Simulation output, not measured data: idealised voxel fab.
process module | voxel capacitor over wiring
cross-section cut | 225 nm wide | cells 5 nm
A cross-section is a grid of square cells, given in bands from the top down. A band is one or more rows of cells.
Each band's line starts with the height of the band's top and of its bottom, in nm. Then come its materials from left to right, each with its width in nm. One material with "throughout" fills the band from edge to edge. "air" is empty space.
Height 0 is the level under which the wafer as received is all one material. The lowest band goes on downwards, as in "0 down".
A width such as "30 to 40" changes by the same amount from each row of cells to the next, from the band's top row to its bottom row.
"no change" after a step means that no cell of the cross-section changed.
closed voids: empty space of 8 cells or more with no open way to the top, each as width x height at its distance from the left edge, in nm
after a step's settings: what the simulator itself notes on the step
overlay nm, on a step with a mask: how far to the right of its planned place the mask lay; to the left if negative
plan
1 op RECEIVE | material Si
2 op CONFORMAL_DEP | material SiO2 | thk nm 15
3 op CONFORMAL_DEP | material SiN | thk nm 5
4 op DIRECTIONAL_DEP | material SiO2 | thk nm 15
5 op DIRECTIONAL_DEP | material aC | thk nm 10
6 op PATTERN | tone open | mask id METAL_1 | material resist | width nm 20 | pitch nm 90 | thk nm 25 | overlay nm 0
7 op DIRECTIONAL_ETCH | etch materials aC | depth nm 10
8 op STRIP | etch materials resist
9 op DIRECTIONAL_ETCH | etch materials SiO2 | depth nm 15
10 op DIRECTIONAL_ETCH | etch materials SiN | depth nm 5
11 op STRIP | etch materials aC
12 op CONFORMAL_DEP | material TiN | thk nm 5
13 op FILL_DEP | material Cu | thk nm 10
14 op CMP | height nm 35
15 op EPI | material Ru | thk nm 5
16 op FILL_DEP | material SiCN | thk nm 5
17 op DIRECTIONAL_DEP | material SiO2 | thk nm 20
18 op PATTERN | tone open | mask id PLUG_1 | material resist | width nm 15 | thk nm 15 | overlay nm 0
19 op DIRECTIONAL_ETCH | etch materials SiO2 | depth nm 20
20 op DIRECTIONAL_ETCH | etch materials SiCN | depth nm 5
21 op STRIP | etch materials resist
22 op EPI | material Ru | thk nm 10
23 op EPI | material Ru | thk nm 10
24 op EPI | material Ru | thk nm 5
25 op DIRECTIONAL_DEP | material TiN | thk nm 10
26 op DIRECTIONAL_DEP | material SiN | thk nm 5
27 op DIRECTIONAL_DEP | material TiN | thk nm 5
28 op MASKED_ETCH | tone cover | mask id UPPER_PLATE | width nm 75 | etch materials TiN | depth nm 5 | overlay nm 0
29 op MASKED_ETCH | tone cover | mask id UPPER_PLATE | width nm 75 | etch materials SiN | depth nm 5 | overlay nm -15
30 op PATTERN | tone cover | mask id LOWER_PLATE | material resist | width nm 85 | thk nm 15 | overlay nm 0
31 op DIRECTIONAL_ETCH | etch materials TiN | depth nm 10
32 op STRIP | etch materials resist
33 op FILL_DEP | material SiO2 | thk nm 20
34 op CMP | height nm 100
35 op MASKED_ETCH | tone open | mask id PLUG_2 | width nm 15 | etch materials SiO2 | depth nm 15 | overlay nm 0
36 op CONFORMAL_DEP | material TiN | thk nm 5
37 op FILL_DEP | material Cu | thk nm 5
38 op CMP | height nm 100
39 op CONFORMAL_DEP | material SiCN | thk nm 5
varied across the wafers: overlay nm of step 29. The plan shows the first wafer's value. All wafers start alike
first wafer as received, after step 1
  0 down: Si throughout
  closed voids: none
first wafer at the end, after step 39
  105 to 100: SiCN throughout
  100 to 90: SiO2 70 | TiN 5 | Cu 5 | TiN 5 | SiO2 140
  90 to 80: SiO2 70 to 60 | TiN 15 to 75 | SiO2 140 to 90
  80 to 75: SiO2 45 | SiN 90 | SiO2 90
  75 to 65: SiO2 45 | TiN 95 | SiO2 85
  65 to 45: SiO2 60 | Ru 15 | SiO2 150
  45 to 40: SiCN 60 | Ru 15 | SiCN 150
  40 to 35: SiCN 50 | Ru 30 | SiCN 60 | Ru 30 | SiCN 55
  35 to 20: SiO2 55 | TiN 5 | Cu 10 | TiN 5 | SiO2 70 | TiN 5 | Cu 10 | TiN 5 | SiO2 60
  20 to 15: SiN 55 | TiN 20 | SiN 70 | TiN 20 | SiN 60
  15 to 0: SiO2 throughout
  0 down: Si throughout
  closed voids: none
last wafer at the end
  105 to 100: SiCN throughout
  100 to 90: SiO2 70 | TiN 5 | Cu 5 | TiN 5 | SiO2 140
  90 to 80: SiO2 70 to 60 | TiN 15 to 75 | SiO2 140 to 90
  80 to 75: SiO2 60 | SiN 90 | SiO2 75
  75 to 65: SiO2 55 | TiN 95 | SiO2 75
  65 to 45: SiO2 60 | Ru 15 | SiO2 150
  45 to 40: SiCN 60 | Ru 15 | SiCN 150
  40 to 35: SiCN 50 | Ru 30 | SiCN 60 | Ru 30 | SiCN 55
  35 to 20: SiO2 55 | TiN 5 | Cu 10 | TiN 5 | SiO2 70 | TiN 5 | Cu 10 | TiN 5 | SiO2 60
  20 to 15: SiN 55 | TiN 20 | SiN 70 | TiN 20 | SiN 60
  15 to 0: SiO2 throughout
  0 down: Si throughout
  closed voids: none
each wafer at the end: cells of each material gained (+) or lost (-) since it was received, then its closed voids
overlay nm -15 | +14 Cu | +27 Ru | +120 SiCN | +55 SiN | +649 SiO2 | +80 TiN | closed voids: none
overlay nm -10 | +14 Cu | +27 Ru | +120 SiCN | +54 SiN | +652 SiO2 | +78 TiN | closed voids: none
overlay nm -5 | +14 Cu | +27 Ru | +120 SiCN | +53 SiN | +655 SiO2 | +76 TiN | closed voids: none
overlay nm 0 | +14 Cu | +27 Ru | +120 SiCN | +52 SiN | +656 SiO2 | +76 TiN | closed voids: none
overlay nm 5 | +14 Cu | +27 Ru | +120 SiCN | +53 SiN | +655 SiO2 | +76 TiN | closed voids: none
overlay nm 10 | +14 Cu | +27 Ru | +120 SiCN | +54 SiN | +652 SiO2 | +78 TiN | closed voids: none
overlay nm 15 | +14 Cu | +27 Ru | +120 SiCN | +55 SiN | +649 SiO2 | +80 TiN | closed voids: none
